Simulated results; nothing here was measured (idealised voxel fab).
process module | voxel transistor to metal
cross-section cut | 265 nm wide | cells 5 nm
A cross-section is a grid of square cells, given in bands from the top down. A band is one or more rows of cells.
Each band's line starts with the height of the band's top and of its bottom, in nm. Then come its materials from left to right, each with its width in nm. One material with "throughout" fills the band from edge to edge. "air" is empty space.
Height 0 is the level under which the wafer as received is all one material. The lowest band goes on downwards, as in "0 down".
A width such as "30 to 40" changes by the same amount from each row of cells to the next, from the band's top row to its bottom row.
"no change" after a step means that no cell of the cross-section changed.
closed voids: empty space of 8 cells or more with no open way to the top, each as width x height at its distance from the left edge, in nm
after a step's settings: what the simulator itself notes on the step
overlay nm, on a step with a mask: how far to the right of its planned place the mask lay; to the left if negative
plan
1 op RECEIVE | material Si
2 op OXIDIZE | depth nm 5
3 op CONFORMAL_DEP | material SiN | thk nm 10
4 op PATTERN | tone cover | mask id ACTIVE | material resist | width nm 90 | pitch nm 125 | thk nm 20 | overlay nm 0
5 op DIRECTIONAL_ETCH | etch materials SiN | depth nm 10
6 op DIRECTIONAL_ETCH | etch materials SiO2 | depth nm 5
7 op DIRECTIONAL_ETCH | etch materials Si | depth nm 20
8 op STRIP | etch materials resist
9 op OXIDIZE | depth nm 5
10 op FILL_DEP | material SiO2 | thk nm 10
11 op CMP | height nm 10
12 op SELECTIVE_ETCH | etch materials SiO2 | depth nm 10
13 op STRIP | etch materials SiN
14 op SELECTIVE_ETCH | etch materials SiO2 | depth nm 5
15 op OXIDIZE | depth nm 5
16 op DIRECTIONAL_DEP | material polySi | thk nm 30
17 op DIRECTIONAL_DEP | material SiCN | thk nm 10
18 op MASKED_ETCH | tone cover | mask id GATE | width nm 20 | pitch nm 125 | etch materials SiCN | depth nm 20 | overlay nm 0
19 op MASKED_ETCH | tone cover | mask id GATE | width nm 20 | pitch nm 125 | etch materials polySi | depth nm 40 | overlay nm 0
20 op CONFORMAL_DEP | material SiN | thk nm 5
21 op DIRECTIONAL_ETCH | etch materials SiN | depth nm 5
22 op DIRECTIONAL_ETCH | etch materials SiO2 | depth nm 5
23 op EPI | material nSi | thk nm 5
24 op FILL_DEP | material SiO2 | thk nm 5
25 op CMP | height nm 35
26 op DIRECTIONAL_DEP | material SiO2 | thk nm 15
27 op MASKED_ETCH | tone open | mask id CONTACT | width nm 15 | etch materials SiO2 | depth nm 55 | overlay nm 0
28 op CONFORMAL_DEP | material TiN | thk nm 5
29 op FILL_DEP | material W | thk nm 10
30 op CMP | height nm 50
31 op CONFORMAL_DEP | material SiN | thk nm 5
32 op DIRECTIONAL_DEP | material lowk | thk nm 15
33 op PATTERN | tone open | mask id METAL_1 | material resist | width nm 15 | thk nm 15 | overlay nm 0
34 op DIRECTIONAL_ETCH | etch materials lowk | depth nm 15
35 op DIRECTIONAL_ETCH | etch materials SiN | depth nm 5
36 op STRIP | etch materials resist
37 op CONFORMAL_DEP | material TiN | thk nm 5
38 op FILL_DEP | material Ru | thk nm 10
39 op CMP | height nm 70
40 op EPI | material Ru | thk nm 5
41 op FILL_DEP | material SiCN | thk nm 5
42 op DIRECTIONAL_DEP | material lowk | thk nm 35
43 op DIRECTIONAL_DEP | material aC | thk nm 15
44 op PATTERN | tone open | mask id METAL_2 | material resist | width nm 15 | pitch nm 125 | thk nm 30 | overlay nm 0
45 op DIRECTIONAL_ETCH | etch materials aC | depth nm 15
46 op STRIP | etch materials resist
47 op DIRECTIONAL_ETCH | etch materials lowk | depth nm 20
48 op STRIP | etch materials aC
49 op PATTERN | tone open | mask id METAL_2_HOLES | material resist | width nm 15 | pitch nm 125 | thk nm 15 | overlay nm 0
50 op DIRECTIONAL_ETCH | etch materials lowk | depth nm 15
51 op DIRECTIONAL_ETCH | etch materials SiCN | depth nm 5
52 op STRIP | etch materials resist
53 op CONFORMAL_DEP | material TiN | thk nm 5
54 op FILL_DEP | material Ru | thk nm 5
55 op CMP | height nm 115
56 op CONFORMAL_DEP | material SiN | thk nm 5
varied across the wafers: width nm of step 4. The plan shows the first wafer's value. All wafers start alike
first wafer as received, after step 1
  0 down: Si throughout
  closed voids: none
first wafer at the end, after step 56
  120 to 115: SiN throughout
  115 to 80: lowk 30 | TiN 5 | Ru 5 | TiN 5 | lowk 110 | TiN 5 | Ru 5 | TiN 5 | lowk 95
  80 to 75: SiCN 30 | TiN 15 | SiCN 110 | TiN 15 | SiCN 95
  75 to 70: SiCN 25 | Ru 25 | SiCN 40 | Ru 25 | SiCN 35 | Ru 25 | SiCN 40 | Ru 25 | SiCN 25
  70 to 55: lowk 30 | TiN 5 | Ru 5 | TiN 5 | lowk 50 | TiN 5 | Ru 5 | TiN 5 | lowk 45 | TiN 5 | Ru 5 | TiN 5 | lowk 50 | TiN 5 | Ru 5 | TiN 5 | lowk 30
  55 to 50: SiN 30 | TiN 15 | SiN 50 | TiN 15 | SiN 45 | TiN 15 | SiN 50 | TiN 15 | SiN 30
  50 to 35: SiO2 30 | TiN 5 | W 5 | TiN 5 | SiO2 50 | TiN 5 | W 5 | TiN 5 | SiO2 45 | TiN 5 | W 5 | TiN 5 | SiO2 50 | TiN 5 | W 5 | TiN 5 | SiO2 30
  35 to 25: SiO2 30 | TiN 5 | W 5 | TiN 5 | SiO2 10 | SiN 5 | SiCN 20 | SiN 5 | SiO2 10 | TiN 5 | W 5 | TiN 5 | SiO2 45 | TiN 5 | W 5 | TiN 5 | SiO2 10 | SiN 5 | SiCN 20 | SiN 5 | SiO2 10 | TiN 5 | W 5 | TiN 5 | SiO2 30
  25 to 0: SiO2 30 | TiN 5 | W 5 | TiN 5 | SiO2 10 | SiN 5 | polySi 20 | SiN 5 | SiO2 10 | TiN 5 | W 5 | TiN 5 | SiO2 45 | TiN 5 | W 5 | TiN 5 | SiO2 10 | SiN 5 | polySi 20 | SiN 5 | SiO2 10 | TiN 5 | W 5 | TiN 5 | SiO2 30
  0 to -5: SiO2 30 | TiN 15 | SiO2 10 | SiN 5 | polySi 20 | SiN 5 | SiO2 10 | TiN 15 | SiO2 45 | TiN 15 | SiO2 10 | SiN 5 | polySi 20 | SiN 5 | SiO2 10 | TiN 15 | SiO2 30
  -5 to -10: SiO2 25 | nSi 30 | SiO2 30 | nSi 30 | SiO2 35 | nSi 30 | SiO2 30 | nSi 30 | SiO2 25
  -10 to -30: SiO2 30 | Si 80 | SiO2 45 | Si 80 | SiO2 30
  -30 down: Si throughout
  closed voids: none
last wafer at the end
  120 to 115: SiN throughout
  115 to 80: lowk 30 | TiN 5 | Ru 5 | TiN 5 | lowk 110 | TiN 5 | Ru 5 | TiN 5 | lowk 95
  80 to 75: SiCN 30 | TiN 15 | SiCN 110 | TiN 15 | SiCN 95
  75 to 70: SiCN 25 | Ru 25 | SiCN 40 | Ru 25 | SiCN 35 | Ru 25 | SiCN 40 | Ru 25 | SiCN 25
  70 to 55: lowk 30 | TiN 5 | Ru 5 | TiN 5 | lowk 50 | TiN 5 | Ru 5 | TiN 5 | lowk 45 | TiN 5 | Ru 5 | TiN 5 | lowk 50 | TiN 5 | Ru 5 | TiN 5 | lowk 30
  55 to 50: SiN 30 | TiN 15 | SiN 50 | TiN 15 | SiN 45 | TiN 15 | SiN 50 | TiN 15 | SiN 30
  50 to 35: SiO2 30 | TiN 5 | W 5 | TiN 5 | SiO2 50 | TiN 5 | W 5 | TiN 5 | SiO2 45 | TiN 5 | W 5 | TiN 5 | SiO2 50 | TiN 5 | W 5 | TiN 5 | SiO2 30
  35 to 25: SiO2 30 | TiN 5 | W 5 | TiN 5 | SiO2 10 | SiN 5 | SiCN 20 | SiN 5 | SiO2 10 | TiN 5 | W 5 | TiN 5 | SiO2 45 | TiN 5 | W 5 | TiN 5 | SiO2 10 | SiN 5 | SiCN 20 | SiN 5 | SiO2 10 | TiN 5 | W 5 | TiN 5 | SiO2 30
  25 to 0: SiO2 30 | TiN 5 | W 5 | TiN 5 | SiO2 10 | SiN 5 | polySi 20 | SiN 5 | SiO2 10 | TiN 5 | W 5 | TiN 5 | SiO2 45 | TiN 5 | W 5 | TiN 5 | SiO2 10 | SiN 5 | polySi 20 | SiN 5 | SiO2 10 | TiN 5 | W 5 | TiN 5 | SiO2 30
  0 to -5: SiO2 30 | TiN 15 | SiO2 10 | SiN 5 | polySi 20 | SiN 5 | SiO2 10 | TiN 15 | SiO2 45 | TiN 15 | SiO2 10 | SiN 5 | polySi 20 | SiN 5 | SiO2 10 | TiN 15 | SiO2 30
  -5 to -10: SiO2 15 | nSi 40 | SiO2 30 | nSi 40 | SiO2 15 | nSi 40 | SiO2 30 | nSi 40 | SiO2 15
  -10 to -30: SiO2 20 | Si 100 | SiO2 25 | Si 100 | SiO2 20
  -30 down: Si throughout
  closed voids: none
each wafer at the end: cells of each material gained (+) or lost (-) since it was received, then its closed voids
width nm 90 | +46 Ru | -190 Si | +96 SiCN | +126 SiN | +468 SiO2 | +162 TiN | +40 W | +452 lowk | +24 nSi | +48 polySi | closed voids: none
width nm 95 | +46 Ru | -182 Si | +96 SiCN | +126 SiN | +458 SiO2 | +162 TiN | +40 W | +452 lowk | +26 nSi | +48 polySi | closed voids: none
width nm 100 | +46 Ru | -174 Si | +96 SiCN | +126 SiN | +448 SiO2 | +162 TiN | +40 W | +452 lowk | +28 nSi | +48 polySi | closed voids: none
width nm 105 | +46 Ru | -166 Si | +96 SiCN | +126 SiN | +438 SiO2 | +162 TiN | +40 W | +452 lowk | +30 nSi | +48 polySi | closed voids: none
width nm 110 | +46 Ru | -158 Si | +96 SiCN | +126 SiN | +428 SiO2 | +162 TiN | +40 W | +452 lowk | +32 nSi | +48 polySi | closed voids: none
